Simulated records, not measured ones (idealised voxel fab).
The following process module bears the name voxel transistor to metal.
This is section cut - it's 200 nm across, gridded in 5 nm square cells.
Cross-sections here: square-cell grids, written as top-down lists of bands, a band being one or more rows of cells.
Per band: top height and bottom height in nm, followed by the left-to-right materials and their widths in nm; "throughout" marks a single material spanning edge to edge, "air" marks empty space.
Basically, 0 is our baseline, since under it the wafer straight out of the box is all one material. The bottom band has no lower end and keeps on going down, so it looks like "0..down".
Quick explanation for "30->40": the width changes in equal steps down the rows of cells, from the first number in the band's top row to the second number in its bottom row.
"no alteration" means the step left every cell of the cross-section as it was.
Basically, "Sealed void inventory" tells you about the enclosed voids: empty spaces with no open way to the top, 8 cells or bigger, each written width x height at distance, where distance is from the left edge, all in nm.
The remark found on a step's line after its settings is issued by the simulator itself and pertains to that step.
When a step includes a mask, the "overlay nm" setting on its line states how far to the right of its planned place that mask lay, and negative values state how far to the left.
-- The process steps that were planned are listed below
step 1: RECEIVE, material Si
step 2: CONFORMAL_DEP, material SiO2, thk nm 5
step 3: CONFORMAL_DEP, material SiN, thk nm 10
step 4: PATTERN, tone cover, mask id ACTIVE, material resist, width nm 120, thk nm 15, overlay nm 0
step 5: DIRECTIONAL_ETCH, etch materials SiN, depth nm 10
step 6: DIRECTIONAL_ETCH, etch materials SiO2, depth nm 5
step 7: DIRECTIONAL_ETCH, etch materials Si, depth nm 20
step 8: STRIP, etch materials resist
step 9: OXIDIZE, depth nm 5
step 10: FILL_DEP, material SiO2, thk nm 10
step 11: CMP, height nm 15
step 12: SELECTIVE_ETCH, etch materials SiO2, depth nm 10
step 13: STRIP, etch materials SiN
step 14: SELECTIVE_ETCH, etch materials SiO2, depth nm 5
step 15: OXIDIZE, depth nm 5
step 16: DIRECTIONAL_DEP, material polySi, thk nm 30
step 17: DIRECTIONAL_DEP, material SiCN, thk nm 15
step 18: DIRECTIONAL_DEP, material aC, thk nm 15
step 19: PATTERN, tone cover, mask id GATE, material resist, width nm 20, thk nm 35, overlay nm 0
step 20: DIRECTIONAL_ETCH, etch materials aC, depth nm 15
step 21: STRIP, etch materials resist
step 22: DIRECTIONAL_ETCH, etch materials SiCN, depth nm 25
step 23: DIRECTIONAL_ETCH, etch materials polySi, depth nm 40
step 24: STRIP, etch materials aC
step 25: CONFORMAL_DEP, material SiO2, thk nm 5
step 26: DIRECTIONAL_ETCH, etch materials SiO2, depth nm 5
step 27: CONFORMAL_DEP, material SiN, thk nm 5
step 28: DIRECTIONAL_ETCH, etch materials SiN, depth nm 5
step 29: DIRECTIONAL_ETCH, etch materials SiO2, depth nm 5
step 30: DIRECTIONAL_ETCH, etch materials Si, depth nm 5
step 31: EPI, material nSi, thk nm 5
step 32: FILL_DEP, material SiO2, thk nm 5
step 33: CMP, height nm 45
step 34: DIRECTIONAL_DEP, material SiO2, thk nm 15
step 35: DIRECTIONAL_DEP, material aC, thk nm 15
step 36: PATTERN, tone open, mask id CONTACT, material resist, width nm 20, pitch nm 80, thk nm 30, overlay nm 0
step 37: DIRECTIONAL_ETCH, etch materials aC, depth nm 15
step 38: STRIP, etch materials resist
step 39: DIRECTIONAL_ETCH, etch materials SiO2, depth nm 65
step 40: STRIP, etch materials aC
step 41: CONFORMAL_DEP, material TiN, thk nm 5
step 42: FILL_DEP, material W, thk nm 10
step 43: CMP, height nm 60
step 44: DIRECTIONAL_DEP, material TiN, thk nm 5
step 45: DIRECTIONAL_DEP, material Ru, thk nm 20
step 46: PATTERN, tone cover, mask id METAL_1, material resist, width nm 20, pitch nm 80, thk nm 20, overlay nm 0
step 47: DIRECTIONAL_ETCH, etch materials Ru, depth nm 20
step 48: DIRECTIONAL_ETCH, etch materials TiN, depth nm 5
step 49: STRIP, etch materials resist
step 50: FILL_DEP, material lowk, thk nm 10
step 51: CMP, height nm 85
step 52: CONFORMAL_DEP, material SiCN, thk nm 5
-- As-received wafer cross-section (after step 1)
  0..down  Si throughout
  Sealed void inventory: none
-- What the wafer looks like in cross-section after this module, when it starts as shown above and follows the plan above but one mistake is made in running it
  90..85  SiCN throughout
  85..65  50 of lowk / 20 of Ru / 60 of lowk / 20 of Ru / 50 of lowk
  65..60  50 of lowk / 20 of TiN / 60 of lowk / 20 of TiN / 50 of lowk
  60..45  50 of SiO2 / 5 of TiN / 10 of W / 5 of TiN / 60 of SiO2 / 5 of TiN / 10 of W / 5 of TiN / 50 of SiO2
  45..30  50 of SiO2 / 5 of TiN / 10 of W / 5 of TiN / 15 of SiO2 / 5 of SiN / 5 of SiO2 / 15 of SiCN / 5 of SiO2 / 5 of SiN / 10 of SiO2 / 5 of TiN / 10 of W / 5 of TiN / 50 of SiO2
  30..0  50 of SiO2 / 5 of TiN / 10 of W / 5 of TiN / 15 of SiO2 / 5 of SiN / 5 of SiO2 / 15 of polySi / 5 of SiO2 / 5 of SiN / 10 of SiO2 / 5 of TiN / 10 of W / 5 of TiN / 50 of SiO2
  0..-5  50 of SiO2 / 20 of TiN / 10 of SiO2 / 5 of nSi / 35 of SiO2 / 5 of nSi / 5 of SiO2 / 20 of TiN / 50 of SiO2
  -5..-10  45 of SiO2 / 40 of nSi / 35 of Si / 35 of nSi / 45 of SiO2
  -10..-25  45 of SiO2 / 110 of Si / 45 of SiO2
  -25..down  Si throughout
  Sealed void inventory: none
Nonconformance to the process plan: heads up, step 19 didn't go per plan, it actually ran as PATTERN, tone cover, mask id GATE, material resist, width nm 15, thk nm 35, overlay nm 0
